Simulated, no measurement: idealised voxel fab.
process module | voxel trench capacitor
cross-section cut | 250 nm wide | cells 5 nm
A cross-section is a grid of square cells, given in bands from the top down. A band is one or more rows of cells.
Each band's line starts with the height of the band's top and of its bottom, in nm. Then come its materials from left to right, each with its width in nm. One material with "throughout" fills the band from edge to edge. "air" is empty space.
Height 0 is the level under which the wafer as received is all one material. The lowest band goes on downwards, as in "0 down".
A width such as "30 to 40" changes by the same amount from each row of cells to the next, from the band's top row to its bottom row.
"no change" after a step means that no cell of the cross-section changed.
closed voids: empty space of 8 cells or more with no open way to the top, each as width x height at its distance from the left edge, in nm
after a step's settings: what the simulator itself notes on the step
overlay nm, on a step with a mask: how far to the right of its planned place the mask lay; to the left if negative
plan
1 op RECEIVE | material Si
2 op CONFORMAL_DEP | material SiN | thk nm 10
3 op DIRECTIONAL_DEP | material aC | thk nm 10
4 op PATTERN | tone open | mask id TRENCH | material resist | width nm 15 | pitch nm 40 | thk nm 25 | overlay nm 0
5 op DIRECTIONAL_ETCH | etch materials aC | depth nm 10
6 op STRIP | etch materials resist
7 op DIRECTIONAL_ETCH | etch materials SiN | depth nm 10
8 op DIRECTIONAL_ETCH | etch materials Si | depth nm 40
9 op STRIP | etch materials aC
10 op CONFORMAL_DEP | material SiO2 | thk nm 5
11 op FILL_DEP | material polySi | thk nm 10
12 op CMP | height nm 10
first wafer, as planned
as received, after step 1
  0 down: Si throughout
  closed voids: none
after step 2
  10 to 0: SiN throughout
  below 0: unchanged
after step 3
  20 to 10: aC throughout
  below 10: unchanged
after step 4
  45 to 20: resist 75 | air 15 | resist 25 | air 15 | resist 25 | air 15 | resist 80
  below 20: unchanged
after step 5
  35 to 20: resist 75 | air 15 | resist 25 | air 15 | resist 25 | air 15 | resist 80
  20 to 10: aC 75 | air 15 | aC 25 | air 15 | aC 25 | air 15 | aC 80
  below 10: unchanged
after step 6
  20 to 10: aC 75 | air 15 | aC 25 | air 15 | aC 25 | air 15 | aC 80
  below 10: unchanged
after step 7
  20 to 10: aC 75 | air 15 | aC 25 | air 15 | aC 25 | air 15 | aC 80
  10 to 0: SiN 75 | air 15 | SiN 25 | air 15 | SiN 25 | air 15 | SiN 80
  below 0: unchanged
after step 8
  20 to 10: aC 75 | air 15 | aC 25 | air 15 | aC 25 | air 15 | aC 80
  10 to 0: SiN 75 | air 15 | SiN 25 | air 15 | SiN 25 | air 15 | SiN 80
  0 to -40: Si 75 | air 15 | Si 25 | air 15 | Si 25 | air 15 | Si 80
  below -40: unchanged
after step 9
  10 to 0: SiN 75 | air 15 | SiN 25 | air 15 | SiN 25 | air 15 | SiN 80
  below 0: unchanged
after step 10
  15 to 10: SiO2 80 | air 5 | SiO2 35 | air 5 | SiO2 35 | air 5 | SiO2 85
  10 to 0: SiN 75 | SiO2 5 | air 5 | SiO2 5 | SiN 25 | SiO2 5 | air 5 | SiO2 5 | SiN 25 | SiO2 5 | air 5 | SiO2 5 | SiN 80
  0 to -35: Si 75 | SiO2 5 | air 5 | SiO2 5 | Si 25 | SiO2 5 | air 5 | SiO2 5 | Si 25 | SiO2 5 | air 5 | SiO2 5 | Si 80
  -35 to -40: Si 75 | SiO2 15 | Si 25 | SiO2 15 | Si 25 | SiO2 15 | Si 80
  below -40: unchanged
after step 11
  25 to 15: polySi throughout
  15 to 10: SiO2 80 | polySi 5 | SiO2 35 | polySi 5 | SiO2 35 | polySi 5 | SiO2 85
  10 to 0: SiN 75 | SiO2 5 | polySi 5 | SiO2 5 | SiN 25 | SiO2 5 | polySi 5 | SiO2 5 | SiN 25 | SiO2 5 | polySi 5 | SiO2 5 | SiN 80
  0 to -35: Si 75 | SiO2 5 | polySi 5 | SiO2 5 | Si 25 | SiO2 5 | polySi 5 | SiO2 5 | Si 25 | SiO2 5 | polySi 5 | SiO2 5 | Si 80
  below -35: unchanged
after step 12
  10 to 0: SiN 75 | SiO2 5 | polySi 5 | SiO2 5 | SiN 25 | SiO2 5 | polySi 5 | SiO2 5 | SiN 25 | SiO2 5 | polySi 5 | SiO2 5 | SiN 80
  below 0: unchanged
second wafer: like start, like plan, one mistake. Through step 1 it matches the first wafer
when step 2 should have ended
  10 to 0: polySi throughout
  below 0: unchanged
when step 3 should have ended
  20 to 10: aC throughout
  below 10: unchanged
when step 4 should have ended
  45 to 20: resist 75 | air 15 | resist 25 | air 15 | resist 25 | air 15 | resist 80
  below 20: unchanged
when step 5 should have ended
  35 to 20: resist 75 | air 15 | resist 25 | air 15 | resist 25 | air 15 | resist 80
  20 to 10: aC 75 | air 15 | aC 25 | air 15 | aC 25 | air 15 | aC 80
  below 10: unchanged
when step 6 should have ended
  20 to 10: aC 75 | air 15 | aC 25 | air 15 | aC 25 | air 15 | aC 80
  below 10: unchanged
when step 7 should have ended: no change
when step 8 should have ended
  20 to 10: aC 75 | air 15 | aC 25 | air 15 | aC 25 | air 15 | aC 80
  10 to 0: polySi 75 | air 15 | polySi 25 | air 15 | polySi 25 | air 15 | polySi 80
  0 to -30: Si 75 | air 15 | Si 25 | air 15 | Si 25 | air 15 | Si 80
  below -30: unchanged
when step 9 should have ended
  10 to 0: polySi 75 | air 15 | polySi 25 | air 15 | polySi 25 | air 15 | polySi 80
  below 0: unchanged
when step 10 should have ended
  15 to 10: SiO2 80 | air 5 | SiO2 35 | air 5 | SiO2 35 | air 5 | SiO2 85
  10 to 0: polySi 75 | SiO2 5 | air 5 | SiO2 5 | polySi 25 | SiO2 5 | air 5 | SiO2 5 | polySi 25 | SiO2 5 | air 5 | SiO2 5 | polySi 80
  0 to -25: Si 75 | SiO2 5 | air 5 | SiO2 5 | Si 25 | SiO2 5 | air 5 | SiO2 5 | Si 25 | SiO2 5 | air 5 | SiO2 5 | Si 80
  -25 to -30: Si 75 | SiO2 15 | Si 25 | SiO2 15 | Si 25 | SiO2 15 | Si 80
  below -30: unchanged
when step 11 should have ended
  25 to 15: polySi throughout
  15 to 10: SiO2 80 | polySi 5 | SiO2 35 | polySi 5 | SiO2 35 | polySi 5 | SiO2 85
  10 to 0: polySi 75 | SiO2 5 | polySi 5 | SiO2 5 | polySi 25 | SiO2 5 | polySi 5 | SiO2 5 | polySi 25 | SiO2 5 | polySi 5 | SiO2 5 | polySi 80
  0 to -25: Si 75 | SiO2 5 | polySi 5 | SiO2 5 | Si 25 | SiO2 5 | polySi 5 | SiO2 5 | Si 25 | SiO2 5 | polySi 5 | SiO2 5 | Si 80
  below -25: unchanged
when step 12 should have ended
  10 to 0: polySi 75 | SiO2 5 | polySi 5 | SiO2 5 | polySi 25 | SiO2 5 | polySi 5 | SiO2 5 | polySi 25 | SiO2 5 | polySi 5 | SiO2 5 | polySi 80
  below 0: unchanged
what went wrong: step 2 ran as: op CONFORMAL_DEP | material polySi | thk nm 10
at the end the second wafer has, in cells: 18 more of Si | 82 fewer of SiN | 12 fewer of SiO2 | 76 more of polySi
